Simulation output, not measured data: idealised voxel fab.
Proc. module: voxel wiring stack
The width of the displayed cross-section, cut, is 200 nm; its cells are square, with a size of 5 nm.
Think of the cross-section as a grid of square cells. We describe it in bands, top to bottom, and each band covers one or more rows of those cells. Top, bottom (nm), then materials left to right with widths (nm); lone material tagged "all across" fills the whole band edge to edge; "air" = empty space. Ref level 0: as-received wafer is one material below here. Bottom band extends down with no lower bound ("0..down"). Read "30..40" as a graded width: first number on top, second number at the bottom, same change between each pair of neighbouring rows. Where a step carries "nothing changed", the cross-section came out of it unchanged, cell for cell. Voids not open to the top, 8 cells minimum: see "Sealed cavities". Written width x height at distance; distance is from the left edge; nm. Heads up: the bit after the settings on a step's line is the simulator's remark on that step. "overlay nm" denotes, for a step that has a mask, the displacement of the mask to the right of its planned place, with negative values corresponding to the left.
## Set out below are the planned steps of the process
| 1 | op RECEIVE | material Si |
| 2 | op CONFORMAL_DEP | material SiO2 | thk nm 15 |
| 3 | op DIRECTIONAL_DEP | material TiN | thk nm 5 |
| 4 | op DIRECTIONAL_DEP | material W | thk nm 25 |
| 5 | op PATTERN | tone cover | mask id METAL_1 | material resist | width nm 25 | pitch nm 55 | thk nm 20 | overlay nm 0 |
| 6 | op DIRECTIONAL_ETCH | etch materials W | depth nm 25 |
| 7 | op DIRECTIONAL_ETCH | etch materials TiN | depth nm 5 |
| 8 | op STRIP | etch materials resist |
| 9 | op CONFORMAL_DEP | material SiCN | thk nm 5 |
| 10 | op FILL_DEP | material lowk | thk nm 5 |
| 11 | op CMP | height nm 45 |
| 12 | op CONFORMAL_DEP | material SiCN | thk nm 5 |
| 13 | op DIRECTIONAL_DEP | material lowk | thk nm 20 |
| 14 | op DIRECTIONAL_DEP | material aC | thk nm 15 |
| 15 | op PATTERN | tone open | mask id PLUG_1 | material resist | width nm 15 | thk nm 30 | overlay nm 0 |
| 16 | op DIRECTIONAL_ETCH | etch materials aC | depth nm 15 |
| 17 | op STRIP | etch materials resist |
| 18 | op DIRECTIONAL_ETCH | etch materials lowk | depth nm 20 |
| 19 | op DIRECTIONAL_ETCH | etch materials SiCN | depth nm 5 |
| 20 | op STRIP | etch materials aC |
| 21 | op EPI | material Ru | thk nm 10 |
| 22 | op EPI | material Ru | thk nm 10 |
| 23 | op EPI | material Ru | thk nm 5 |
| 24 | op DIRECTIONAL_DEP | material TiN | thk nm 5 |
| 25 | op DIRECTIONAL_DEP | material Ru | thk nm 20 |
| 26 | op DIRECTIONAL_DEP | material aC | thk nm 15 |
| 27 | op PATTERN | tone cover | mask id METAL_2 | material resist | width nm 25 | pitch nm 55 | thk nm 30 | overlay nm 0 |
| 28 | op DIRECTIONAL_ETCH | etch materials aC | depth nm 15 |
| 29 | op STRIP | etch materials resist |
| 30 | op DIRECTIONAL_ETCH | etch materials Ru | depth nm 20 |
| 31 | op DIRECTIONAL_ETCH | etch materials TiN | depth nm 5 |
| 32 | op STRIP | etch materials aC |
| 33 | op CONFORMAL_DEP | material SiN | thk nm 5 |
| 34 | op FILL_DEP | material SiO2 | thk nm 10 |
| 35 | op CMP | height nm 95 |
| 36 | op CONFORMAL_DEP | material SiCN | thk nm 5 |
| 37 | op DIRECTIONAL_DEP | material lowk | thk nm 10 |
| 38 | op DIRECTIONAL_DEP | material aC | thk nm 10 |
| 39 | op PATTERN | tone open | mask id PLUG_2 | material resist | width nm 15 | pitch nm 55 | thk nm 25 | overlay nm 0 |
| 40 | op DIRECTIONAL_ETCH | etch materials aC | depth nm 10 |
| 41 | op STRIP | etch materials resist |
| 42 | op DIRECTIONAL_ETCH | etch materials lowk | depth nm 10 |
| 43 | op DIRECTIONAL_ETCH | etch materials SiCN | depth nm 5 |
| 44 | op STRIP | etch materials aC |
| 45 | op CONFORMAL_DEP | material TiN | thk nm 5 |
| 46 | op FILL_DEP | material Ru | thk nm 10 |
| 47 | op CMP | height nm 110 |
| 48 | op CONFORMAL_DEP | material SiN | thk nm 5 |
| 49 | op DIRECTIONAL_DEP | material SiO2 | thk nm 25 |
| 50 | op PATTERN | tone open | mask id METAL_3 | material resist | width nm 25 | pitch nm 55 | thk nm 20 | overlay nm 0 |
| 51 | op DIRECTIONAL_ETCH | etch materials SiO2 | depth nm 25 |
| 52 | op DIRECTIONAL_ETCH | etch materials SiN | depth nm 5 |
| 53 | op STRIP | etch materials resist |
| 54 | op CONFORMAL_DEP | material TiN | thk nm 5 |
| 55 | op FILL_DEP | material Cu | thk nm 10 |
| 56 | op CMP | height nm 140 |
| 57 | op CONFORMAL_DEP | material SiCN | thk nm 5 |
## Cross-section: wafer on arrival = after step 1
	0..down: Si all across
	Sealed cavities: none
## End-of-module cross-section of the first of two wafers, processed as planned
	145..140: SiCN all across
	140..115: SiO2 60, then TiN 5, then Cu 15, then TiN 5, then SiO2 30, then TiN 5, then Cu 15, then TiN 5, then SiO2 60
	115..110: SiN 60, then TiN 25, then SiN 30, then TiN 25, then SiN 60
	110..100: lowk 60, then TiN 5, then Ru 5, then TiN 5, then lowk 40, then TiN 5, then Ru 5, then TiN 5, then lowk 70
	100..95: SiCN 60, then TiN 15, then SiCN 40, then TiN 15, then SiCN 70
	95..75: SiO2 55, then SiN 5, then Ru 25, then SiN 5, then SiO2 20, then SiN 5, then Ru 25, then SiN 5, then SiO2 55
	75..70: SiN 60, then TiN 25, then SiN 30, then TiN 25, then SiN 60
	70..50: lowk 60, then Ru 15, then lowk 125
	50..45: SiCN 60, then Ru 15, then SiCN 125
	45..20: lowk 55, then SiCN 5, then W 25, then SiCN 5, then lowk 20, then SiCN 5, then W 25, then SiCN 5, then lowk 55
	20..15: SiCN 60, then TiN 25, then SiCN 30, then TiN 25, then SiCN 60
	15..0: SiO2 all across
	0..down: Si all across
	Sealed cavities: none
## Wafer two (of two), end-of-module cross-section: start = wafer one, plan = wafer one, one run mistake
	145..140: SiCN all across
	140..115: SiO2 60, then TiN 5, then Cu 15, then TiN 5, then SiO2 30, then TiN 5, then Cu 15, then TiN 5, then SiO2 60
	115..110: SiN 60, then TiN 25, then SiN 30, then TiN 25, then SiN 60
	110..100: lowk 60, then TiN 5, then Ru 5, then TiN 5, then lowk 40, then TiN 5, then Ru 5, then TiN 5, then lowk 70
	100..95: SiCN 60, then TiN 15, then SiCN 40, then TiN 15, then SiCN 70
	95..75: SiO2 50, then SiN 5, then Ru 25, then SiN 5, then SiO2 20, then SiN 5, then Ru 25, then SiN 5, then SiO2 60
	75..70: SiN 55, then TiN 25, then SiN 30, then TiN 25, then SiN 65
	70..50: lowk 60, then Ru 15, then lowk 125
	50..45: SiCN 60, then Ru 15, then SiCN 125
	45..20: lowk 55, then SiCN 5, then W 25, then SiCN 5, then lowk 20, then SiCN 5, then W 25, then SiCN 5, then lowk 55
	20..15: SiCN 60, then TiN 25, then SiCN 30, then TiN 25, then SiCN 60
	15..0: SiO2 all across
	0..down: Si all across
	Sealed cavities: none
Diagnosis: step 27 ran differently from the plan; actual operation with settings: op PATTERN | tone cover | mask id METAL_2 | material resist | width nm 25 | pitch nm 55 | thk nm 30 | overlay nm -5
Both wafers, final: cells per material equal; arrangement not.
